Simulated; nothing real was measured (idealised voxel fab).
process module | voxel self aligned contacts
cross-section cut | 210 nm wide | cells 5 nm
A cross-section is a grid of square cells, given in bands from the top down. A band is one or more rows of cells.
Each band's line starts with the height of the band's top and of its bottom, in nm. Then come its materials from left to right, each with its width in nm. One material with "throughout" fills the band from edge to edge. "air" is empty space.
Height 0 is the level under which the wafer as received is all one material. The lowest band goes on downwards, as in "0 down".
A width such as "30 to 40" changes by the same amount from each row of cells to the next, from the band's top row to its bottom row.
"no change" after a step means that no cell of the cross-section changed.
closed voids: empty space of 8 cells or more with no open way to the top, each as width x height at its distance from the left edge, in nm
after a step's settings: what the simulator itself notes on the step
overlay nm, on a step with a mask: how far to the right of its planned place the mask lay; to the left if negative
plan
1 op RECEIVE | material Si
2 op CONFORMAL_DEP | material SiO2 | thk nm 5
3 op DIRECTIONAL_DEP | material polySi | thk nm 30
4 op DIRECTIONAL_DEP | material SiN | thk nm 15
5 op MASKED_ETCH | tone cover | mask id GATE | width nm 30 | pitch nm 55 | etch materials SiN | depth nm 15 | overlay nm 0
6 op MASKED_ETCH | tone cover | mask id GATE | width nm 30 | pitch nm 55 | etch materials polySi | depth nm 30 | overlay nm 0
7 op CONFORMAL_DEP | material SiN | thk nm 5
8 op DIRECTIONAL_ETCH | etch materials SiN | depth nm 5
9 op FILL_DEP | material SiO2 | thk nm 20
10 op CMP | height nm 60
11 op MASKED_ETCH | tone open | mask id CONTACT | width nm 35 | etch materials SiO2 | depth nm 60 | overlay nm 0
12 op CONFORMAL_DEP | material TiN | thk nm 5
13 op FILL_DEP | material Ru | thk nm 5
14 op CMP | height nm 60
15 op CONFORMAL_DEP | material SiCN | thk nm 5
as received, after step 1
  0 down: Si throughout
  closed voids: none
a wafer at the end: this start, this plan, one mistake
  65 to 60: SiCN throughout
  60 to 50: SiO2 85 | TiN 5 to 15 | Ru 25 to 5 | TiN 5 to 15 | SiO2 90
  50 to 40: SiO2 55 | SiN 40 | TiN 5 | Ru 5 | TiN 5 | SiN 40 | SiO2 60
  40 to 35: SiO2 55 | SiN 40 | TiN 15 | SiN 40 | SiO2 60
  35 to 5: TiN throughout
  5 to 0: SiO2 throughout
  0 down: Si throughout
  closed voids: none
what went wrong: step 3 ran as: op DIRECTIONAL_DEP | material TiN | thk nm 30
